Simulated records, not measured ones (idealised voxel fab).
process module | voxel transistor to metal
cross-section cut | 155 nm wide | cells 5 nm
A cross-section is a grid of square cells, given in bands from the top down. A band is one or more rows of cells.
Each band's line starts with the height of the band's top and of its bottom, in nm. Then come its materials from left to right, each with its width in nm. One material with "throughout" fills the band from edge to edge. "air" is empty space.
Height 0 is the level under which the wafer as received is all one material. The lowest band goes on downwards, as in "0 down".
A width such as "30 to 40" changes by the same amount from each row of cells to the next, from the band's top row to its bottom row.
"no change" after a step means that no cell of the cross-section changed.
closed voids: empty space of 8 cells or more with no open way to the top, each as width x height at its distance from the left edge, in nm
after a step's settings: what the simulator itself notes on the step
overlay nm, on a step with a mask: how far to the right of its planned place the mask lay; to the left if negative
plan
1 op RECEIVE | material Si
2 op CONFORMAL_DEP | material SiO2 | thk nm 5
3 op CONFORMAL_DEP | material SiN | thk nm 15
4 op MASKED_ETCH | tone cover | mask id ACTIVE | width nm 120 | etch materials SiN | depth nm 15 | overlay nm 0
5 op MASKED_ETCH | tone cover | mask id ACTIVE | width nm 120 | etch materials SiO2 | depth nm 5 | overlay nm 0
6 op MASKED_ETCH | tone cover | mask id ACTIVE | width nm 120 | etch materials Si | depth nm 20 | overlay nm 0
7 op FILL_DEP | material SiO2 | thk nm 5
8 op CMP | height nm 20
9 op SELECTIVE_ETCH | etch materials SiO2 | depth nm 10
10 op STRIP | etch materials SiN
11 op SELECTIVE_ETCH | etch materials SiO2 | depth nm 5
12 op OXIDIZE | depth nm 5
13 op DIRECTIONAL_DEP | material polySi | thk nm 20
14 op DIRECTIONAL_DEP | material SiCN | thk nm 15
15 op PATTERN | tone cover | mask id GATE | material resist | width nm 30 | thk nm 15 | overlay nm 0
16 op DIRECTIONAL_ETCH | etch materials SiCN | depth nm 25
17 op DIRECTIONAL_ETCH | etch materials polySi | depth nm 30
18 op STRIP | etch materials resist
19 op CONFORMAL_DEP | material SiN | thk nm 5
20 op DIRECTIONAL_ETCH | etch materials SiN | depth nm 5
21 op DIRECTIONAL_ETCH | etch materials SiO2 | depth nm 5
22 op DIRECTIONAL_ETCH | etch materials Si | depth nm 15
23 op EPI | material SiGe | thk nm 15
24 op FILL_DEP | material SiO2 | thk nm 10
25 op CMP | height nm 20
26 op STRIP | etch materials polySi
27 op SELECTIVE_ETCH | etch materials SiO2 | depth nm 5
28 op CONFORMAL_DEP | material HfO2 | thk nm 5
29 op CONFORMAL_DEP | material TiN | thk nm 5
30 op FILL_DEP | material W | thk nm 10
31 op CMP | height nm 15
32 op DIRECTIONAL_DEP | material SiO2 | thk nm 15
33 op PATTERN | tone open | mask id CONTACT | material resist | width nm 20 | pitch nm 80 | thk nm 20 | overlay nm 0
34 op DIRECTIONAL_ETCH | etch materials SiO2 | depth nm 35
35 op STRIP | etch materials resist
36 op CONFORMAL_DEP | material TiN | thk nm 5
37 op FILL_DEP | material W | thk nm 5
38 op CMP | height nm 30
39 op DIRECTIONAL_DEP | material TiN | thk nm 5
40 op DIRECTIONAL_DEP | material Ru | thk nm 25
41 op MASKED_ETCH | tone cover | mask id METAL_1 | width nm 20 | pitch nm 80 | etch materials Ru | depth nm 25 | overlay nm 0
42 op MASKED_ETCH | tone cover | mask id METAL_1 | width nm 20 | pitch nm 80 | etch materials TiN | depth nm 5 | overlay nm 0
43 op FILL_DEP | material lowk | thk nm 10
44 op CMP | height nm 60
45 op CONFORMAL_DEP | material SiCN | thk nm 5
46 op DIRECTIONAL_DEP | material SiO2 | thk nm 35
47 op MASKED_ETCH | tone open | mask id METAL_2 | width nm 20 | pitch nm 80 | etch materials SiO2 | depth nm 20 | overlay nm 0
48 op DIRECTIONAL_DEP | material aC | thk nm 10
49 op PATTERN | tone open | mask id METAL_2_HOLES | material resist | width nm 15 | pitch nm 80 | thk nm 30 | overlay nm 0
50 op DIRECTIONAL_ETCH | etch materials aC | depth nm 10
51 op STRIP | etch materials resist
52 op DIRECTIONAL_ETCH | etch materials SiO2 | depth nm 15
53 op DIRECTIONAL_ETCH | etch materials SiCN | depth nm 5
54 op STRIP | etch materials aC
55 op CONFORMAL_DEP | material TiN | thk nm 5
56 op FILL_DEP | material Cu | thk nm 10
57 op CMP | height nm 100
58 op CONFORMAL_DEP | material SiCN | thk nm 5
first wafer, as planned
as received, after step 1
  0 down: Si throughout
  closed voids: none
after step 2
  5 to 0: SiO2 throughout
  below 0: unchanged
after step 3
  20 to 5: SiN throughout
  below 5: unchanged
after step 4
  20 to 5: air 15 | SiN 120 | air 20
  below 5: unchanged
after step 5
  20 to 5: air 15 | SiN 120 | air 20
  5 to 0: air 15 | SiO2 120 | air 20
  below 0: unchanged
after step 6
  20 to 5: air 15 | SiN 120 | air 20
  5 to 0: air 15 | SiO2 120 | air 20
  0 to -20: air 15 | Si 120 | air 20
  below -20: unchanged
after step 7
  25 to 20: SiO2 throughout
  20 to 5: SiO2 15 | SiN 120 | SiO2 20
  5 to 0: SiO2 throughout
  0 to -20: SiO2 15 | Si 120 | SiO2 20
  below -20: unchanged
after step 8
  20 to 5: SiO2 15 | SiN 120 | SiO2 20
  below 5: unchanged
after step 9
  20 to 10: air 15 | SiN 120 | air 20
  below 10: unchanged
after step 10
  10 to 5: SiO2 15 | air 120 | SiO2 20
  below 5: unchanged
after step 11
  5 to 0: SiO2 10 | air 130 | SiO2 15
  below 0: unchanged
after step 12
  5 to 0: SiO2 10 | air 130 | SiO2 15
  0 to -5: SiO2 throughout
  below -5: unchanged
after step 13
  25 to 20: polySi 10 | air 130 | polySi 15
  20 to 5: polySi throughout
  5 to 0: SiO2 10 | polySi 130 | SiO2 15
  below 0: unchanged
after step 14
  40 to 35: SiCN 10 | air 130 | SiCN 15
  35 to 25: SiCN throughout
  25 to 20: polySi 10 | SiCN 130 | polySi 15
  below 20: unchanged
after step 15
  55 to 40: air 60 | resist 30 | air 65
  40 to 35: SiCN 10 | air 50 | resist 30 | air 50 | SiCN 15
  below 35: unchanged
after step 16
  55 to 35: air 60 | resist 30 | air 65
  35 to 25: air 60 | SiCN 30 | air 65
  25 to 20: polySi 10 | air 50 | SiCN 30 | air 50 | polySi 15
  below 20: unchanged
after step 17
  55 to 35: air 60 | resist 30 | air 65
  35 to 20: air 60 | SiCN 30 | air 65
  20 to 5: air 60 | polySi 30 | air 65
  5 to 0: SiO2 10 | air 50 | polySi 30 | air 50 | SiO2 15
  below 0: unchanged
after step 18
  35 to 20: air 60 | SiCN 30 | air 65
  below 20: unchanged
after step 19
  40 to 35: air 55 | SiN 40 | air 60
  35 to 20: air 55 | SiN 5 | SiCN 30 | SiN 5 | air 60
  20 to 10: air 55 | SiN 5 | polySi 30 | SiN 5 | air 60
  10 to 5: SiN 15 | air 40 | SiN 5 | polySi 30 | SiN 5 | air 40 | SiN 20
  5 to 0: SiO2 10 | SiN 50 | polySi 30 | SiN 50 | SiO2 15
  below 0: unchanged
after step 20
  35 to 20: air 55 | SiN 5 | SiCN 30 | SiN 5 | air 60
  20 to 5: air 55 | SiN 5 | polySi 30 | SiN 5 | air 60
  5 to 0: SiO2 10 | SiN 5 | air 40 | SiN 5 | polySi 30 | SiN 5 | air 40 | SiN 5 | SiO2 15
  below 0: unchanged
after step 21
  35 to 20: air 55 | SiN 5 | SiCN 30 | SiN 5 | air 60
  20 to 5: air 55 | SiN 5 | polySi 30 | SiN 5 | air 60
  5 to 0: air 10 | SiN 5 | air 40 | SiN 5 | polySi 30 | SiN 5 | air 40 | SiN 5 | air 15
  0 to -5: SiO2 15 | air 40 | SiO2 40 | air 40 | SiO2 20
  below -5: unchanged
after step 22
  35 to 20: air 55 | SiN 5 | SiCN 30 | SiN 5 | air 60
  20 to 5: air 55 | SiN 5 | polySi 30 | SiN 5 | air 60
  5 to 0: air 10 | SiN 5 | air 40 | SiN 5 | polySi 30 | SiN 5 | air 40 | SiN 5 | air 15
  0 to -5: SiO2 15 | air 40 | SiO2 40 | air 40 | SiO2 20
  -5 to -20: SiO2 15 | air 40 | Si 40 | air 40 | SiO2 20
  below -20: unchanged
after step 23
  35 to 20: air 55 | SiN 5 | SiCN 30 | SiN 5 | air 60
  20 to 10: air 55 | SiN 5 | polySi 30 | SiN 5 | air 60
  10 to 5: air 40 | SiGe 15 | SiN 5 | polySi 30 | SiN 5 | SiGe 15 | air 45
  5 to 0: air 10 | SiN 5 | air 25 | SiGe 15 | SiN 5 | polySi 30 | SiN 5 | SiGe 15 | air 25 | SiN 5 | air 15
  0 to -5: SiO2 15 | air 25 | SiGe 15 | SiO2 40 | SiGe 15 | air 25 | SiO2 20
  -5 to -20: SiO2 15 | SiGe 40 | Si 40 | SiGe 40 | SiO2 20
  below -20: unchanged
after step 24
  45 to 35: SiO2 throughout
  35 to 20: SiO2 55 | SiN 5 | SiCN 30 | SiN 5 | SiO2 60
  20 to 10: SiO2 55 | SiN 5 | polySi 30 | SiN 5 | SiO2 60
  10 to 5: SiO2 40 | SiGe 15 | SiN 5 | polySi 30 | SiN 5 | SiGe 15 | SiO2 45
  5 to 0: SiO2 10 | SiN 5 | SiO2 25 | SiGe 15 | SiN 5 | polySi 30 | SiN 5 | SiGe 15 | SiO2 25 | SiN 5 | SiO2 15
  0 to -5: SiO2 40 | SiGe 15 | SiO2 40 | SiGe 15 | SiO2 45
  below -5: unchanged
after step 25
  20 to 10: SiO2 55 | SiN 5 | polySi 30 | SiN 5 | SiO2 60
  below 10: unchanged
after step 26
  20 to 10: SiO2 55 | SiN 5 | air 30 | SiN 5 | SiO2 60
  10 to 5: SiO2 40 | SiGe 15 | SiN 5 | air 30 | SiN 5 | SiGe 15 | SiO2 45
  5 to 0: SiO2 10 | SiN 5 | SiO2 25 | SiGe 15 | SiN 5 | air 30 | SiN 5 | SiGe 15 | SiO2 25 | SiN 5 | SiO2 15
  below 0: unchanged
after step 27
  20 to 15: air 55 | SiN 5 | air 30 | SiN 5 | air 60
  15 to 10: SiO2 55 | SiN 5 | air 30 | SiN 5 | SiO2 60
  10 to 5: SiO2 40 | SiGe 15 | SiN 5 | air 30 | SiN 5 | SiGe 15 | SiO2 45
  5 to 0: SiO2 10 | SiN 5 | SiO2 25 | SiGe 15 | SiN 5 | air 30 | SiN 5 | SiGe 15 | SiO2 25 | SiN 5 | SiO2 15
  0 to -5: SiO2 40 | SiGe 15 | air 40 | SiGe 15 | SiO2 45
  below -5: unchanged
after step 28
  25 to 20: air 50 | HfO2 15 | air 20 | HfO2 15 | air 55
  20 to 15: HfO2 55 | SiN 5 | HfO2 5 | air 20 | HfO2 5 | SiN 5 | HfO2 60
  15 to 10: SiO2 55 | SiN 5 | HfO2 5 | air 20 | HfO2 5 | SiN 5 | SiO2 60
  10 to 5: SiO2 40 | SiGe 15 | SiN 5 | HfO2 5 | air 20 | HfO2 5 | SiN 5 | SiGe 15 | SiO2 45
  5 to 0: SiO2 10 | SiN 5 | SiO2 25 | SiGe 15 | SiN 5 | HfO2 5 | air 20 | HfO2 5 | SiN 5 | SiGe 15 | SiO2 25 | SiN 5 | SiO2 15
  0 to -5: SiO2 40 | SiGe 15 | HfO2 40 | SiGe 15 | SiO2 45
  below -5: unchanged
after step 29
  30 to 25: air 45 | TiN 25 | air 10 | TiN 25 | air 50
  25 to 20: TiN 50 | HfO2 15 | TiN 5 | air 10 | TiN 5 | HfO2 15 | TiN 55
  20 to 15: HfO2 55 | SiN 5 | HfO2 5 | TiN 5 | air 10 | TiN 5 | HfO2 5 | SiN 5 | HfO2 60
  15 to 10: SiO2 55 | SiN 5 | HfO2 5 | TiN 5 | air 10 | TiN 5 | HfO2 5 | SiN 5 | SiO2 60
  10 to 5: SiO2 40 | SiGe 15 | SiN 5 | HfO2 5 | TiN 5 | air 10 | TiN 5 | HfO2 5 | SiN 5 | SiGe 15 | SiO2 45
  5 to 0: SiO2 10 | SiN 5 | SiO2 25 | SiGe 15 | SiN 5 | HfO2 5 | TiN 20 | HfO2 5 | SiN 5 | SiGe 15 | SiO2 25 | SiN 5 | SiO2 15
  below 0: unchanged
after step 30
  40 to 30: W throughout
  30 to 25: W 45 | TiN 25 | W 10 | TiN 25 | W 50
  25 to 20: TiN 50 | HfO2 15 | TiN 5 | W 10 | TiN 5 | HfO2 15 | TiN 55
  20 to 15: HfO2 55 | SiN 5 | HfO2 5 | TiN 5 | W 10 | TiN 5 | HfO2 5 | SiN 5 | HfO2 60
  15 to 10: SiO2 55 | SiN 5 | HfO2 5 | TiN 5 | W 10 | TiN 5 | HfO2 5 | SiN 5 | SiO2 60
  10 to 5: SiO2 40 | SiGe 15 | SiN 5 | HfO2 5 | TiN 5 | W 10 | TiN 5 | HfO2 5 | SiN 5 | SiGe 15 | SiO2 45
  below 5: unchanged
after step 31
  15 to 10: SiO2 55 | SiN 5 | HfO2 5 | TiN 5 | W 10 | TiN 5 | HfO2 5 | SiN 5 | SiO2 60
  below 10: unchanged
after step 32
  30 to 15: SiO2 throughout
  below 15: unchanged
after step 33
  50 to 30: resist 25 | air 20 | resist 60 | air 20 | resist 30
  below 30: unchanged
after step 34
  50 to 30: resist 25 | air 20 | resist 60 | air 20 | resist 30
  30 to 15: SiO2 25 | air 20 | SiO2 60 | air 20 | SiO2 30
  15 to 10: SiO2 25 | air 20 | SiO2 10 | SiN 5 | HfO2 5 | TiN 5 | W 10 | TiN 5 | HfO2 5 | SiN 5 | SiO2 10 | air 20 | SiO2 30
  10 to 5: SiO2 25 | air 15 | SiGe 15 | SiN 5 | HfO2 5 | TiN 5 | W 10 | TiN 5 | HfO2 5 | SiN 5 | SiGe 15 | air 15 | SiO2 30
  5 to 0: SiO2 10 | SiN 5 | SiO2 10 | air 15 | SiGe 15 | SiN 5 | HfO2 5 | TiN 20 | HfO2 5 | SiN 5 | SiGe 15 | air 15 | SiO2 10 | SiN 5 | SiO2 15
  0 to -5: SiO2 25 | air 15 | SiGe 15 | HfO2 40 | SiGe 15 | air 15 | SiO2 30
  below -5: unchanged
after step 35
  30 to 15: SiO2 25 | air 20 | SiO2 60 | air 20 | SiO2 30
  below 15: unchanged
after step 36
  35 to 30: TiN 30 | air 10 | TiN 70 | air 10 | TiN 35
  30 to 15: SiO2 25 | TiN 5 | air 10 | TiN 5 | SiO2 60 | TiN 5 | air 10 | TiN 5 | SiO2 30
  15 to 10: SiO2 25 | TiN 5 | air 5 | TiN 10 | SiO2 10 | SiN 5 | HfO2 5 | TiN 5 | W 10 | TiN 5 | HfO2 5 | SiN 5 | SiO2 10 | TiN 10 | air 5 | TiN 5 | SiO2 30
  10 to 5: SiO2 25 | TiN 5 | air 5 | TiN 5 | SiGe 15 | SiN 5 | HfO2 5 | TiN 5 | W 10 | TiN 5 | HfO2 5 | SiN 5 | SiGe 15 | TiN 5 | air 5 | TiN 5 | SiO2 30
  5 to 0: SiO2 10 | SiN 5 | SiO2 10 | TiN 5 | air 5 | TiN 5 | SiGe 15 | SiN 5 | HfO2 5 | TiN 20 | HfO2 5 | SiN 5 | SiGe 15 | TiN 5 | air 5 | TiN 5 | SiO2 10 | SiN 5 | SiO2 15
  0 to -5: SiO2 25 | TiN 15 | SiGe 15 | HfO2 40 | SiGe 15 | TiN 15 | SiO2 30
  below -5: unchanged
after step 37
  40 to 35: W throughout
  35 to 30: TiN 30 | W 10 | TiN 70 | W 10 | TiN 35
  30 to 15: SiO2 25 | TiN 5 | W 10 | TiN 5 | SiO2 60 | TiN 5 | W 10 | TiN 5 | SiO2 30
  15 to 10: SiO2 25 | TiN 5 | W 5 | TiN 10 | SiO2 10 | SiN 5 | HfO2 5 | TiN 5 | W 10 | TiN 5 | HfO2 5 | SiN 5 | SiO2 10 | TiN 10 | W 5 | TiN 5 | SiO2 30
  10 to 5: SiO2 25 | TiN 5 | W 5 | TiN 5 | SiGe 15 | SiN 5 | HfO2 5 | TiN 5 | W 10 | TiN 5 | HfO2 5 | SiN 5 | SiGe 15 | TiN 5 | W 5 | TiN 5 | SiO2 30
  5 to 0: SiO2 10 | SiN 5 | SiO2 10 | TiN 5 | W 5 | TiN 5 | SiGe 15 | SiN 5 | HfO2 5 | TiN 20 | HfO2 5 | SiN 5 | SiGe 15 | TiN 5 | W 5 | TiN 5 | SiO2 10 | SiN 5 | SiO2 15
  below 0: unchanged
after step 38
  30 to 15: SiO2 25 | TiN 5 | W 10 | TiN 5 | SiO2 60 | TiN 5 | W 10 | TiN 5 | SiO2 30
  below 15: unchanged
after step 39
  35 to 30: TiN throughout
  below 30: unchanged
after step 40
  60 to 35: Ru throughout
  below 35: unchanged
after step 41
  60 to 35: air 25 | Ru 20 | air 60 | Ru 20 | air 30
  below 35: unchanged
after step 42
  60 to 35: air 25 | Ru 20 | air 60 | Ru 20 | air 30
  35 to 30: air 25 | TiN 20 | air 60 | TiN 20 | air 30
  below 30: unchanged
after step 43
  70 to 60: lowk throughout
  60 to 35: lowk 25 | Ru 20 | lowk 60 | Ru 20 | lowk 30
  35 to 30: lowk 25 | TiN 20 | lowk 60 | TiN 20 | lowk 30
  below 30: unchanged
after step 44
  60 to 35: lowk 25 | Ru 20 | lowk 60 | Ru 20 | lowk 30
  below 35: unchanged
after step 45
  65 to 60: SiCN throughout
  below 60: unchanged
after step 46
  100 to 65: SiO2 throughout
  below 65: unchanged
after step 47
  100 to 80: SiO2 25 | air 20 | SiO2 60 | air 20 | SiO2 30
  below 80: unchanged
after step 48
  110 to 100: aC 25 | air 20 | aC 60 | air 20 | aC 30
  100 to 90: SiO2 25 | air 20 | SiO2 60 | air 20 | SiO2 30
  90 to 80: SiO2 25 | aC 20 | SiO2 60 | aC 20 | SiO2 30
  below 80: unchanged
after step 49
  140 to 110: resist 25 | air 15 | resist 65 | air 15 | resist 35
  110 to 100: aC 25 | air 15 | resist 5 | aC 60 | air 15 | resist 5 | aC 30
  100 to 90: SiO2 25 | air 15 | resist 5 | SiO2 60 | air 15 | resist 5 | SiO2 30
  below 90: unchanged
after step 50
  130 to 110: resist 25 | air 15 | resist 65 | air 15 | resist 35
  110 to 100: aC 25 | air 15 | resist 5 | aC 60 | air 15 | resist 5 | aC 30
  100 to 90: SiO2 25 | air 15 | resist 5 | SiO2 60 | air 15 | resist 5 | SiO2 30
  90 to 80: SiO2 25 | air 15 | aC 5 | SiO2 60 | air 15 | aC 5 | SiO2 30
  below 80: unchanged
after step 51
  110 to 100: aC 25 | air 20 | aC 60 | air 20 | aC 30
  100 to 90: SiO2 25 | air 20 | SiO2 60 | air 20 | SiO2 30
  below 90: unchanged
after step 52
  110 to 100: aC 25 | air 20 | aC 60 | air 20 | aC 30
  100 to 90: SiO2 25 | air 20 | SiO2 60 | air 20 | SiO2 30
  90 to 80: SiO2 25 | air 15 | aC 5 | SiO2 60 | air 15 | aC 5 | SiO2 30
  80 to 65: SiO2 25 | air 15 | SiO2 65 | air 15 | SiO2 35
  below 65: unchanged
after step 53
  110 to 100: aC 25 | air 20 | aC 60 | air 20 | aC 30
  100 to 90: SiO2 25 | air 20 | SiO2 60 | air 20 | SiO2 30
  90 to 80: SiO2 25 | air 15 | aC 5 | SiO2 60 | air 15 | aC 5 | SiO2 30
  80 to 65: SiO2 25 | air 15 | SiO2 65 | air 15 | SiO2 35
  65 to 60: SiCN 25 | air 15 | SiCN 65 | air 15 | SiCN 35
  below 60: unchanged
after step 54
  100 to 80: SiO2 25 | air 20 | SiO2 60 | air 20 | SiO2 30
  below 80: unchanged
after step 55
  105 to 100: TiN 30 | air 10 | TiN 70 | air 10 | TiN 35
  100 to 85: SiO2 25 | TiN 5 | air 10 | TiN 5 | SiO2 60 | TiN 5 | air 10 | TiN 5 | SiO2 30
  85 to 80: SiO2 25 | TiN 5 | air 5 | TiN 10 | SiO2 60 | TiN 5 | air 5 | TiN 10 | SiO2 30
  80 to 65: SiO2 25 | TiN 5 | air 5 | TiN 5 | SiO2 65 | TiN 5 | air 5 | TiN 5 | SiO2 35
  65 to 60: SiCN 25 | TiN 15 | SiCN 65 | TiN 15 | SiCN 35
  below 60: unchanged
after step 56
  115 to 105: Cu throughout
  105 to 100: TiN 30 | Cu 10 | TiN 70 | Cu 10 | TiN 35
  100 to 85: SiO2 25 | TiN 5 | Cu 10 | TiN 5 | SiO2 60 | TiN 5 | Cu 10 | TiN 5 | SiO2 30
  85 to 80: SiO2 25 | TiN 5 | Cu 5 | TiN 10 | SiO2 60 | TiN 5 | Cu 5 | TiN 10 | SiO2 30
  80 to 65: SiO2 25 | TiN 5 | Cu 5 | TiN 5 | SiO2 65 | TiN 5 | Cu 5 | TiN 5 | SiO2 35
  below 65: unchanged
after step 57
  100 to 85: SiO2 25 | TiN 5 | Cu 10 | TiN 5 | SiO2 60 | TiN 5 | Cu 10 | TiN 5 | SiO2 30
  below 85: unchanged
after step 58
  105 to 100: SiCN throughout
  below 100: unchanged
second wafer: like start, like plan, one mistake. Through step 32 it matches the first wafer
when step 33 should have ended
  50 to 30: resist 30 | air 15 | resist 65 | air 15 | resist 30
  below 30: unchanged
when step 34 should have ended
  50 to 30: resist 30 | air 15 | resist 65 | air 15 | resist 30
  30 to 15: SiO2 30 | air 15 | SiO2 65 | air 15 | SiO2 30
  15 to 10: SiO2 30 | air 15 | SiO2 10 | SiN 5 | HfO2 5 | TiN 5 | W 10 | TiN 5 | HfO2 5 | SiN 5 | SiO2 15 | air 15 | SiO2 30
  10 to 5: SiO2 30 | air 10 | SiGe 15 | SiN 5 | HfO2 5 | TiN 5 | W 10 | TiN 5 | HfO2 5 | SiN 5 | SiGe 15 | air 15 | SiO2 30
  5 to 0: SiO2 10 | SiN 5 | SiO2 15 | air 10 | SiGe 15 | SiN 5 | HfO2 5 | TiN 20 | HfO2 5 | SiN 5 | SiGe 15 | air 15 | SiO2 10 | SiN 5 | SiO2 15
  0 to -5: SiO2 30 | air 10 | SiGe 15 | HfO2 40 | SiGe 15 | air 15 | SiO2 30
  below -5: unchanged
when step 35 should have ended
  30 to 15: SiO2 30 | air 15 | SiO2 65 | air 15 | SiO2 30
  below 15: unchanged
when step 36 should have ended
  35 to 30: TiN 35 | air 5 | TiN 75 | air 5 | TiN 35
  30 to 15: SiO2 30 | TiN 5 | air 5 | TiN 5 | SiO2 65 | TiN 5 | air 5 | TiN 5 | SiO2 30
  15 to 10: SiO2 30 | TiN 15 | SiO2 10 | SiN 5 | HfO2 5 | TiN 5 | W 10 | TiN 5 | HfO2 5 | SiN 5 | SiO2 15 | TiN 5 | air 5 | TiN 5 | SiO2 30
  10 to 5: SiO2 30 | TiN 10 | SiGe 15 | SiN 5 | HfO2 5 | TiN 5 | W 10 | TiN 5 | HfO2 5 | SiN 5 | SiGe 15 | TiN 5 | air 5 | TiN 5 | SiO2 30
  5 to 0: SiO2 10 | SiN 5 | SiO2 15 | TiN 10 | SiGe 15 | SiN 5 | HfO2 5 | TiN 20 | HfO2 5 | SiN 5 | SiGe 15 | TiN 5 | air 5 | TiN 5 | SiO2 10 | SiN 5 | SiO2 15
  0 to -5: SiO2 30 | TiN 10 | SiGe 15 | HfO2 40 | SiGe 15 | TiN 15 | SiO2 30
  below -5: unchanged
when step 37 should have ended
  40 to 35: W throughout
  35 to 30: TiN 35 | W 5 | TiN 75 | W 5 | TiN 35
  30 to 15: SiO2 30 | TiN 5 | W 5 | TiN 5 | SiO2 65 | TiN 5 | W 5 | TiN 5 | SiO2 30
  15 to 10: SiO2 30 | TiN 15 | SiO2 10 | SiN 5 | HfO2 5 | TiN 5 | W 10 | TiN 5 | HfO2 5 | SiN 5 | SiO2 15 | TiN 5 | W 5 | TiN 5 | SiO2 30
  10 to 5: SiO2 30 | TiN 10 | SiGe 15 | SiN 5 | HfO2 5 | TiN 5 | W 10 | TiN 5 | HfO2 5 | SiN 5 | SiGe 15 | TiN 5 | W 5 | TiN 5 | SiO2 30
  5 to 0: SiO2 10 | SiN 5 | SiO2 15 | TiN 10 | SiGe 15 | SiN 5 | HfO2 5 | TiN 20 | HfO2 5 | SiN 5 | SiGe 15 | TiN 5 | W 5 | TiN 5 | SiO2 10 | SiN 5 | SiO2 15
  below 0: unchanged
when step 38 should have ended
  30 to 15: SiO2 30 | TiN 5 | W 5 | TiN 5 | SiO2 65 | TiN 5 | W 5 | TiN 5 | SiO2 30
  below 15: unchanged
when step 39 should have ended
  35 to 30: TiN throughout
  below 30: unchanged
when step 40 should have ended
  60 to 35: Ru throughout
  below 35: unchanged
when step 41 should have ended
  60 to 35: air 25 | Ru 20 | air 60 | Ru 20 | air 30
  below 35: unchanged
when step 42 should have ended
  60 to 35: air 25 | Ru 20 | air 60 | Ru 20 | air 30
  35 to 30: air 25 | TiN 20 | air 60 | TiN 20 | air 30
  below 30: unchanged
when step 43 should have ended
  70 to 60: lowk throughout
  60 to 35: lowk 25 | Ru 20 | lowk 60 | Ru 20 | lowk 30
  35 to 30: lowk 25 | TiN 20 | lowk 60 | TiN 20 | lowk 30
  below 30: unchanged
when step 44 should have ended
  60 to 35: lowk 25 | Ru 20 | lowk 60 | Ru 20 | lowk 30
  below 35: unchanged
when step 45 should have ended
  65 to 60: SiCN throughout
  below 60: unchanged
when step 46 should have ended
  100 to 65: SiO2 throughout
  below 65: unchanged
when step 47 should have ended
  100 to 80: SiO2 25 | air 20 | SiO2 60 | air 20 | SiO2 30
  below 80: unchanged
when step 48 should have ended
  110 to 100: aC 25 | air 20 | aC 60 | air 20 | aC 30
  100 to 90: SiO2 25 | air 20 | SiO2 60 | air 20 | SiO2 30
  90 to 80: SiO2 25 | aC 20 | SiO2 60 | aC 20 | SiO2 30
  below 80: unchanged
when step 49 should have ended
  140 to 110: resist 25 | air 15 | resist 65 | air 15 | resist 35
  110 to 100: aC 25 | air 15 | resist 5 | aC 60 | air 15 | resist 5 | aC 30
  100 to 90: SiO2 25 | air 15 | resist 5 | SiO2 60 | air 15 | resist 5 | SiO2 30
  below 90: unchanged
when step 50 should have ended
  130 to 110: resist 25 | air 15 | resist 65 | air 15 | resist 35
  110 to 100: aC 25 | air 15 | resist 5 | aC 60 | air 15 | resist 5 | aC 30
  100 to 90: SiO2 25 | air 15 | resist 5 | SiO2 60 | air 15 | resist 5 | SiO2 30
  90 to 80: SiO2 25 | air 15 | aC 5 | SiO2 60 | air 15 | aC 5 | SiO2 30
  below 80: unchanged
when step 51 should have ended
  110 to 100: aC 25 | air 20 | aC 60 | air 20 | aC 30
  100 to 90: SiO2 25 | air 20 | SiO2 60 | air 20 | SiO2 30
  below 90: unchanged
when step 52 should have ended
  110 to 100: aC 25 | air 20 | aC 60 | air 20 | aC 30
  100 to 90: SiO2 25 | air 20 | SiO2 60 | air 20 | SiO2 30
  90 to 80: SiO2 25 | air 15 | aC 5 | SiO2 60 | air 15 | aC 5 | SiO2 30
  80 to 65: SiO2 25 | air 15 | SiO2 65 | air 15 | SiO2 35
  below 65: unchanged
when step 53 should have ended
  110 to 100: aC 25 | air 20 | aC 60 | air 20 | aC 30
  100 to 90: SiO2 25 | air 20 | SiO2 60 | air 20 | SiO2 30
  90 to 80: SiO2 25 | air 15 | aC 5 | SiO2 60 | air 15 | aC 5 | SiO2 30
  80 to 65: SiO2 25 | air 15 | SiO2 65 | air 15 | SiO2 35
  65 to 60: SiCN 25 | air 15 | SiCN 65 | air 15 | SiCN 35
  below 60: unchanged
when step 54 should have ended
  100 to 80: SiO2 25 | air 20 | SiO2 60 | air 20 | SiO2 30
  below 80: unchanged
when step 55 should have ended
  105 to 100: TiN 30 | air 10 | TiN 70 | air 10 | TiN 35
  100 to 85: SiO2 25 | TiN 5 | air 10 | TiN 5 | SiO2 60 | TiN 5 | air 10 | TiN 5 | SiO2 30
  85 to 80: SiO2 25 | TiN 5 | air 5 | TiN 10 | SiO2 60 | TiN 5 | air 5 | TiN 10 | SiO2 30
  80 to 65: SiO2 25 | TiN 5 | air 5 | TiN 5 | SiO2 65 | TiN 5 | air 5 | TiN 5 | SiO2 35
  65 to 60: SiCN 25 | TiN 15 | SiCN 65 | TiN 15 | SiCN 35
  below 60: unchanged
when step 56 should have ended
  115 to 105: Cu throughout
  105 to 100: TiN 30 | Cu 10 | TiN 70 | Cu 10 | TiN 35
  100 to 85: SiO2 25 | TiN 5 | Cu 10 | TiN 5 | SiO2 60 | TiN 5 | Cu 10 | TiN 5 | SiO2 30
  85 to 80: SiO2 25 | TiN 5 | Cu 5 | TiN 10 | SiO2 60 | TiN 5 | Cu 5 | TiN 10 | SiO2 30
  80 to 65: SiO2 25 | TiN 5 | Cu 5 | TiN 5 | SiO2 65 | TiN 5 | Cu 5 | TiN 5 | SiO2 35
  below 65: unchanged
when step 57 should have ended
  100 to 85: SiO2 25 | TiN 5 | Cu 10 | TiN 5 | SiO2 60 | TiN 5 | Cu 10 | TiN 5 | SiO2 30
  below 85: unchanged
when step 58 should have ended
  105 to 100: SiCN throughout
  below 100: unchanged
what went wrong: step 33 ran as: op PATTERN | tone open | mask id CONTACT | material resist | width nm 15 | pitch nm 80 | thk nm 20 | overlay nm 0
at the end the second wafer has, in cells: 11 more of SiO2 | 2 fewer of TiN | 9 fewer of W
